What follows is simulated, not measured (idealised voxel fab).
A process module follows: voxel wiring stack.
Pictured: cross-section cut, 255 nm wide, on a grid of 5 nm square cells.
If you're reading a cross-section in this doc, picture square cells in a grid; it comes to you as bands, top ones listed first down to the bottom, and a band can be one or more rows of cells. Basically the band line says how high the top is and how high the bottom is, in nm, and then what's in it from left to right, every material with its width in nm. Empty space shows up as "air", and if a single material carries "everywhere" it runs the full band edge to edge. We count height from 0. Below that, the starting wafer is all one material. The lowest band never ends at the bottom but goes on down; see "0..down" for how that is written. A width given as "30..40" starts at the first number in the band's top row and ends at the second number in its bottom row, shifting by an equal amount at every step from row to row. For the purposes of this document, the phrase "stayed the same" attached to a step denotes that no cell within the cross-section was modified by that step. So "Enclosed voids" is basically the list of trapped voids: any empty space of 8 cells or more that can't reach the top through an opening. They're written width x height at distance, the distance being from the left edge, and it's all nm. What comes after the settings on a step's line is commentary from the simulator itself on that step. overlay nm: right-of-plan distance of the mask on a masked step; negative values mean left-of-plan.
Intended process steps:
1: RECEIVE | material Si
2: CONFORMAL_DEP | material SiO2 | thk nm 10
3: CONFORMAL_DEP | material SiCN | thk nm 5
4: DIRECTIONAL_DEP | material SiO2 | thk nm 15
5: MASKED_ETCH | tone open | mask id METAL_1 | width nm 20 | pitch nm 50 | etch materials SiO2 | depth nm 15 | overlay nm 0
6: MASKED_ETCH | tone open | mask id METAL_1 | width nm 20 | pitch nm 50 | etch materials SiCN | depth nm 5 | overlay nm 0
7: CONFORMAL_DEP | material TiN | thk nm 5
8: FILL_DEP | material Cu | thk nm 10
9: CMP | height nm 30
10: CONFORMAL_DEP | material SiCN | thk nm 5
11: DIRECTIONAL_DEP | material SiO2 | thk nm 15
12: MASKED_ETCH | tone open | mask id PLUG_1 | width nm 15 | pitch nm 100 | etch materials SiO2 | depth nm 15 | overlay nm 0
13: MASKED_ETCH | tone open | mask id PLUG_1 | width nm 15 | pitch nm 100 | etch materials SiCN | depth nm 5 | overlay nm 0
14: EPI | material Ru | thk nm 10
15: EPI | material Ru | thk nm 10
16: DIRECTIONAL_DEP | material TiN | thk nm 5
17: DIRECTIONAL_DEP | material Ru | thk nm 20
18: MASKED_ETCH | tone cover | mask id METAL_2 | width nm 20 | pitch nm 50 | etch materials Ru | depth nm 20 | overlay nm 0
19: MASKED_ETCH | tone cover | mask id METAL_2 | width nm 20 | pitch nm 50 | etch materials TiN | depth nm 5 | overlay nm 0
20: FILL_DEP | material lowk | thk nm 5
21: CMP | height nm 75
22: CONFORMAL_DEP | material SiCN | thk nm 5
Cross-section of the wafer upon arrival, representing the state reached after step 1:
* 0..down = Si everywhere
* Enclosed voids: none
Cross-sectional view of the first of the two wafers upon completion of the module, processed in accordance with the plan:
* 80..75 = SiCN everywhere
* 75..55 = 40 nm lowk, then 20 nm Ru, then 30 nm lowk, then 20 nm Ru, then 30 nm lowk, then 20 nm Ru, then 30 nm lowk, then 20 nm Ru, then 45 nm lowk
* 55..50 = 40 nm lowk, then 20 nm TiN, then 30 nm lowk, then 20 nm TiN, then 30 nm lowk, then 20 nm TiN, then 30 nm lowk, then 20 nm TiN, then 45 nm lowk
* 50..35 = 40 nm SiO2, then 15 nm Ru, then 85 nm SiO2, then 15 nm Ru, then 100 nm SiO2
* 35..30 = 40 nm SiCN, then 15 nm Ru, then 85 nm SiCN, then 15 nm Ru, then 100 nm SiCN
* 30..15 = 40 nm SiO2, then 5 nm TiN, then 10 nm Cu, then 5 nm TiN, then 30 nm SiO2, then 5 nm TiN, then 10 nm Cu, then 5 nm TiN, then 30 nm SiO2, then 5 nm TiN, then 10 nm Cu, then 5 nm TiN, then 30 nm SiO2, then 5 nm TiN, then 10 nm Cu, then 5 nm TiN, then 45 nm SiO2
* 15..10 = 40 nm SiCN, then 20 nm TiN, then 30 nm SiCN, then 20 nm TiN, then 30 nm SiCN, then 20 nm TiN, then 30 nm SiCN, then 20 nm TiN, then 45 nm SiCN
* 10..0 = SiO2 everywhere
* 0..down = Si everywhere
* Enclosed voids: none
Same start, same plan as the first wafer - but one mistake in the run. Cross-section of the second of the two at the end of the module:
* 80..75 = SiCN everywhere
* 75..55 = 40 nm Ru, then 20 nm lowk, then 30 nm Ru, then 20 nm lowk, then 30 nm Ru, then 20 nm lowk, then 30 nm Ru, then 20 nm lowk, then 45 nm Ru
* 55..50 = TiN everywhere
* 50..35 = 40 nm SiO2, then 15 nm Ru, then 85 nm SiO2, then 15 nm Ru, then 100 nm SiO2
* 35..30 = 40 nm SiCN, then 15 nm Ru, then 85 nm SiCN, then 15 nm Ru, then 100 nm SiCN
* 30..15 = 40 nm SiO2, then 5 nm TiN, then 10 nm Cu, then 5 nm TiN, then 30 nm SiO2, then 5 nm TiN, then 10 nm Cu, then 5 nm TiN, then 30 nm SiO2, then 5 nm TiN, then 10 nm Cu, then 5 nm TiN, then 30 nm SiO2, then 5 nm TiN, then 10 nm Cu, then 5 nm TiN, then 45 nm SiO2
* 15..10 = 40 nm SiCN, then 20 nm TiN, then 30 nm SiCN, then 20 nm TiN, then 30 nm SiCN, then 20 nm TiN, then 30 nm SiCN, then 20 nm TiN, then 45 nm SiCN
* 10..0 = SiO2 everywhere
* 0..down = Si everywhere
* Enclosed voids: none
Finding, execution versus plan: step 18 went in with a setting other than planned; the actual run was MASKED_ETCH | tone open | mask id METAL_2 | width nm 20 | pitch nm 50 | etch materials Ru | depth nm 20 | overlay nm 0
at the end the second wafer has, in cells: +76 Ru | +35 TiN | -111 lowk
